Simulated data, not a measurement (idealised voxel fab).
The document below concerns the process module designated voxel self aligned contacts.
Square cells of 5 nm make up the cross-section cut, whose width is 295 nm.
Cross-section format: a grid of square cells, given as bands from top to bottom; each band is one or more rows of cells. It is stipulated that each band's entry specify, in nanometres, the height of the top of the band and then that of its bottom, followed by the materials of the band in left-to-right sequence, each together with its width in nanometres. A single material marked by the word "throughout" is understood to fill the band from edge to edge; the word "blank" is understood to denote empty space. For the purposes of this specification, 0 denotes the height below which the wafer in its as-received condition is composed wholly of one material, and the lowermost band, lacking a lower limit, extends downward without end, as expressed in "0 -> down". Graded width ("30 to 40"): value in top row of band = first number; value in bottom row = second number; row-to-row change constant. Take "everything unchanged" at face value: in the step it is given for, the cross-section changed in none of its cells. Closed-off voids of 8+ cells (no open route to the top) go in "Entrapped void list", written width x height at distance from the left edge, in nm. What comes after the settings on a step's line is commentary from the simulator itself on that step. On any step carrying a mask, the "overlay nm" setting, if present on the step's line, tells how far right of its planned place the mask lay; negative values point to the left.
The steps planned for the process are as follows:
1 RECEIVE with material Si
2 CONFORMAL_DEP with material SiO2, thk nm 5
3 DIRECTIONAL_DEP with material polySi, thk nm 20
4 DIRECTIONAL_DEP with material SiN, thk nm 20
5 DIRECTIONAL_DEP with material aC, thk nm 10
6 PATTERN with tone cover, mask id GATE, material resist, width nm 30, pitch nm 75, thk nm 25, overlay nm 0
7 DIRECTIONAL_ETCH with etch materials aC, depth nm 10
8 STRIP with etch materials resist
9 DIRECTIONAL_ETCH with etch materials SiN, depth nm 20
10 DIRECTIONAL_ETCH with etch materials polySi, depth nm 20
11 STRIP with etch materials aC
12 CONFORMAL_DEP with material SiN, thk nm 10
13 DIRECTIONAL_ETCH with etch materials SiN, depth nm 10
14 FILL_DEP with material SiO2, thk nm 20
15 CMP with height nm 55
16 DIRECTIONAL_DEP with material aC, thk nm 15
17 PATTERN with tone open, mask id CONTACT, material resist, width nm 55, thk nm 30, overlay nm 0
18 DIRECTIONAL_ETCH with etch materials aC, depth nm 15
19 STRIP with etch materials resist
20 DIRECTIONAL_ETCH with etch materials SiO2, depth nm 55
21 STRIP with etch materials aC
22 CONFORMAL_DEP with material TiN, thk nm 5
23 FILL_DEP with material W, thk nm 5
24 CMP with height nm 55
25 CONFORMAL_DEP with material SiN, thk nm 5
First out of two wafers; run went to plan:
as received, after step 1:
    0 -> down: Si throughout
    Entrapped void list: none
State of the wafer after step 2, shown in cross-section:
    5 -> 0: SiO2 throughout
    Beneath the level 0, the cross-section is identical to its previous state.
State of the wafer after step 3, shown in cross-section:
    25 -> 5: polySi throughout
    Beneath the level 5, the cross-section is identical to its previous state.
State of the wafer after step 4, shown in cross-section:
    45 -> 25: SiN throughout
    Beneath the level 25, the cross-section is identical to its previous state.
State of the wafer after step 5, shown in cross-section:
    55 -> 45: aC throughout
    Beneath the level 45, the cross-section is identical to its previous state.
State of the wafer after step 6, shown in cross-section:
    80 -> 55: 95 nm blank, then 30 nm resist, then 45 nm blank, then 30 nm resist, then 95 nm blank
    Beneath the level 55, the cross-section is identical to its previous state.
State of the wafer after step 7, shown in cross-section:
    70 -> 55: 95 nm blank, then 30 nm resist, then 45 nm blank, then 30 nm resist, then 95 nm blank
    55 -> 45: 95 nm blank, then 30 nm aC, then 45 nm blank, then 30 nm aC, then 95 nm blank
    Beneath the level 45, the cross-section is identical to its previous state.
State of the wafer after step 8, shown in cross-section:
    55 -> 45: 95 nm blank, then 30 nm aC, then 45 nm blank, then 30 nm aC, then 95 nm blank
    Beneath the level 45, the cross-section is identical to its previous state.
State of the wafer after step 9, shown in cross-section:
    55 -> 45: 95 nm blank, then 30 nm aC, then 45 nm blank, then 30 nm aC, then 95 nm blank
    45 -> 25: 95 nm blank, then 30 nm SiN, then 45 nm blank, then 30 nm SiN, then 95 nm blank
    Beneath the level 25, the cross-section is identical to its previous state.
State of the wafer after step 10, shown in cross-section:
    55 -> 45: 95 nm blank, then 30 nm aC, then 45 nm blank, then 30 nm aC, then 95 nm blank
    45 -> 25: 95 nm blank, then 30 nm SiN, then 45 nm blank, then 30 nm SiN, then 95 nm blank
    25 -> 5: 95 nm blank, then 30 nm polySi, then 45 nm blank, then 30 nm polySi, then 95 nm blank
    Beneath the level 5, the cross-section is identical to its previous state.
State of the wafer after step 11, shown in cross-section:
    45 -> 25: 95 nm blank, then 30 nm SiN, then 45 nm blank, then 30 nm SiN, then 95 nm blank
    Beneath the level 25, the cross-section is identical to its previous state.
State of the wafer after step 12, shown in cross-section:
    55 -> 25: 85 nm blank, then 50 nm SiN, then 25 nm blank, then 50 nm SiN, then 85 nm blank
    25 -> 15: 85 nm blank, then 10 nm SiN, then 30 nm polySi, then 10 nm SiN, then 25 nm blank, then 10 nm SiN, then 30 nm polySi, then 10 nm SiN, then 85 nm blank
    15 -> 5: 95 nm SiN, then 30 nm polySi, then 45 nm SiN, then 30 nm polySi, then 95 nm SiN
    Beneath the level 5, the cross-section is identical to its previous state.
State of the wafer after step 13, shown in cross-section:
    45 -> 25: 85 nm blank, then 50 nm SiN, then 25 nm blank, then 50 nm SiN, then 85 nm blank
    25 -> 5: 85 nm blank, then 10 nm SiN, then 30 nm polySi, then 10 nm SiN, then 25 nm blank, then 10 nm SiN, then 30 nm polySi, then 10 nm SiN, then 85 nm blank
    Beneath the level 5, the cross-section is identical to its previous state.
State of the wafer after step 14, shown in cross-section:
    65 -> 45: SiO2 throughout
    45 -> 25: 85 nm SiO2, then 50 nm SiN, then 25 nm SiO2, then 50 nm SiN, then 85 nm SiO2
    25 -> 5: 85 nm SiO2, then 10 nm SiN, then 30 nm polySi, then 10 nm SiN, then 25 nm SiO2, then 10 nm SiN, then 30 nm polySi, then 10 nm SiN, then 85 nm SiO2
    Beneath the level 5, the cross-section is identical to its previous state.
State of the wafer after step 15, shown in cross-section:
    55 -> 45: SiO2 throughout
    Beneath the level 45, the cross-section is identical to its previous state.
State of the wafer after step 16, shown in cross-section:
    70 -> 55: aC throughout
    Beneath the level 55, the cross-section is identical to its previous state.
State of the wafer after step 17, shown in cross-section:
    100 -> 70: 120 nm resist, then 55 nm blank, then 120 nm resist
    Beneath the level 70, the cross-section is identical to its previous state.
State of the wafer after step 18, shown in cross-section:
    85 -> 70: 120 nm resist, then 55 nm blank, then 120 nm resist
    70 -> 55: 120 nm aC, then 55 nm blank, then 120 nm aC
    Beneath the level 55, the cross-section is identical to its previous state.
State of the wafer after step 19, shown in cross-section:
    70 -> 55: 120 nm aC, then 55 nm blank, then 120 nm aC
    Beneath the level 55, the cross-section is identical to its previous state.
State of the wafer after step 20, shown in cross-section:
    70 -> 55: 120 nm aC, then 55 nm blank, then 120 nm aC
    55 -> 45: 120 nm SiO2, then 55 nm blank, then 120 nm SiO2
    45 -> 25: 85 nm SiO2, then 50 nm SiN, then 25 nm blank, then 50 nm SiN, then 85 nm SiO2
    25 -> 5: 85 nm SiO2, then 10 nm SiN, then 30 nm polySi, then 10 nm SiN, then 25 nm blank, then 10 nm SiN, then 30 nm polySi, then 10 nm SiN, then 85 nm SiO2
    5 -> 0: 135 nm SiO2, then 25 nm blank, then 135 nm SiO2
    Beneath the level 0, the cross-section is identical to its previous state.
State of the wafer after step 21, shown in cross-section:
    55 -> 45: 120 nm SiO2, then 55 nm blank, then 120 nm SiO2
    Beneath the level 45, the cross-section is identical to its previous state.
State of the wafer after step 22, shown in cross-section:
    60 -> 55: 125 nm TiN, then 45 nm blank, then 125 nm TiN
    55 -> 45: 120 nm SiO2, then 5 to 20 nm TiN, then 45 to 15 nm blank, then 5 to 20 nm TiN, then 120 nm SiO2
    45 -> 25: 85 nm SiO2, then 50 nm SiN, then 5 nm TiN, then 15 nm blank, then 5 nm TiN, then 50 nm SiN, then 85 nm SiO2
    25 -> 5: 85 nm SiO2, then 10 nm SiN, then 30 nm polySi, then 10 nm SiN, then 5 nm TiN, then 15 nm blank, then 5 nm TiN, then 10 nm SiN, then 30 nm polySi, then 10 nm SiN, then 85 nm SiO2
    5 -> 0: 135 nm SiO2, then 25 nm TiN, then 135 nm SiO2
    Beneath the level 0, the cross-section is identical to its previous state.
State of the wafer after step 23, shown in cross-section:
    65 -> 60: W throughout
    60 -> 55: 125 nm TiN, then 45 nm W, then 125 nm TiN
    55 -> 45: 120 nm SiO2, then 5 to 20 nm TiN, then 45 to 15 nm W, then 5 to 20 nm TiN, then 120 nm SiO2
    45 -> 25: 85 nm SiO2, then 50 nm SiN, then 5 nm TiN, then 15 nm W, then 5 nm TiN, then 50 nm SiN, then 85 nm SiO2
    25 -> 5: 85 nm SiO2, then 10 nm SiN, then 30 nm polySi, then 10 nm SiN, then 5 nm TiN, then 15 nm W, then 5 nm TiN, then 10 nm SiN, then 30 nm polySi, then 10 nm SiN, then 85 nm SiO2
    Beneath the level 5, the cross-section is identical to its previous state.
State of the wafer after step 24, shown in cross-section:
    55 -> 45: 120 nm SiO2, then 5 to 20 nm TiN, then 45 to 15 nm W, then 5 to 20 nm TiN, then 120 nm SiO2
    Beneath the level 45, the cross-section is identical to its previous state.
State of the wafer after step 25, shown in cross-section:
    60 -> 55: SiN throughout
    Beneath the level 55, the cross-section is identical to its previous state.
Now the other wafer: same start, same recipe, but we messed up one thing when running it. Up to and including step 11 it's the same as the first one:
The second wafer cut through, at the time step 12 was supposed to be finished: everything unchanged
The second wafer cut through, at the time step 13 was supposed to be finished:
    35 -> 25: 95 nm blank, then 30 nm SiN, then 45 nm blank, then 30 nm SiN, then 95 nm blank
    Beneath the level 25, the cross-section is identical to its previous state.
The second wafer cut through, at the time step 14 was supposed to be finished:
    55 -> 35: SiO2 throughout
    35 -> 25: 95 nm SiO2, then 30 nm SiN, then 45 nm SiO2, then 30 nm SiN, then 95 nm SiO2
    25 -> 5: 95 nm SiO2, then 30 nm polySi, then 45 nm SiO2, then 30 nm polySi, then 95 nm SiO2
    Beneath the level 5, the cross-section is identical to its previous state.
The second wafer cut through, at the time step 15 was supposed to be finished: everything unchanged
The second wafer cut through, at the time step 16 was supposed to be finished:
    70 -> 55: aC throughout
    Beneath the level 55, the cross-section is identical to its previous state.
The second wafer cut through, at the time step 17 was supposed to be finished:
    100 -> 70: 120 nm resist, then 55 nm blank, then 120 nm resist
    Beneath the level 70, the cross-section is identical to its previous state.
The second wafer cut through, at the time step 18 was supposed to be finished:
    85 -> 70: 120 nm resist, then 55 nm blank, then 120 nm resist
    70 -> 55: 120 nm aC, then 55 nm blank, then 120 nm aC
    Beneath the level 55, the cross-section is identical to its previous state.
The second wafer cut through, at the time step 19 was supposed to be finished:
    70 -> 55: 120 nm aC, then 55 nm blank, then 120 nm aC
    Beneath the level 55, the cross-section is identical to its previous state.
The second wafer cut through, at the time step 20 was supposed to be finished:
    70 -> 55: 120 nm aC, then 55 nm blank, then 120 nm aC
    55 -> 35: 120 nm SiO2, then 55 nm blank, then 120 nm SiO2
    35 -> 25: 95 nm SiO2, then 30 nm SiN, then 45 nm blank, then 30 nm SiN, then 95 nm SiO2
    25 -> 5: 95 nm SiO2, then 30 nm polySi, then 45 nm blank, then 30 nm polySi, then 95 nm SiO2
    5 -> 0: 125 nm SiO2, then 45 nm blank, then 125 nm SiO2
    Beneath the level 0, the cross-section is identical to its previous state.
The second wafer cut through, at the time step 21 was supposed to be finished:
    55 -> 35: 120 nm SiO2, then 55 nm blank, then 120 nm SiO2
    Beneath the level 35, the cross-section is identical to its previous state.
The second wafer cut through, at the time step 22 was supposed to be finished:
    60 -> 55: 125 nm TiN, then 45 nm blank, then 125 nm TiN
    55 -> 40: 120 nm SiO2, then 5 nm TiN, then 45 nm blank, then 5 nm TiN, then 120 nm SiO2
    40 -> 35: 120 nm SiO2, then 10 nm TiN, then 35 nm blank, then 10 nm TiN, then 120 nm SiO2
    35 -> 25: 95 nm SiO2, then 30 nm SiN, then 5 nm TiN, then 35 nm blank, then 5 nm TiN, then 30 nm SiN, then 95 nm SiO2
    25 -> 5: 95 nm SiO2, then 30 nm polySi, then 5 nm TiN, then 35 nm blank, then 5 nm TiN, then 30 nm polySi, then 95 nm SiO2
    5 -> 0: 125 nm SiO2, then 45 nm TiN, then 125 nm SiO2
    Beneath the level 0, the cross-section is identical to its previous state.
The second wafer cut through, at the time step 23 was supposed to be finished:
    65 -> 60: W throughout
    60 -> 55: 125 nm TiN, then 45 nm W, then 125 nm TiN
    55 -> 40: 120 nm SiO2, then 5 nm TiN, then 45 nm W, then 5 nm TiN, then 120 nm SiO2
    40 -> 35: 120 nm SiO2, then 10 nm TiN, then 35 nm W, then 10 nm TiN, then 120 nm SiO2
    35 -> 25: 95 nm SiO2, then 30 nm SiN, then 5 nm TiN, then 35 nm W, then 5 nm TiN, then 30 nm SiN, then 95 nm SiO2
    25 -> 5: 95 nm SiO2, then 30 nm polySi, then 5 nm TiN, then 35 nm W, then 5 nm TiN, then 30 nm polySi, then 95 nm SiO2
    Beneath the level 5, the cross-section is identical to its previous state.
The second wafer cut through, at the time step 24 was supposed to be finished:
    55 -> 40: 120 nm SiO2, then 5 nm TiN, then 45 nm W, then 5 nm TiN, then 120 nm SiO2
    Beneath the level 40, the cross-section is identical to its previous state.
The second wafer cut through, at the time step 25 was supposed to be finished:
    60 -> 55: SiN throughout
    Beneath the level 55, the cross-section is identical to its previous state.
Processing error: plan step 12 skipped
End of process, cell counts, second wafer against first, materials with more or fewer: SiN -88 | SiO2 +48 | W +40
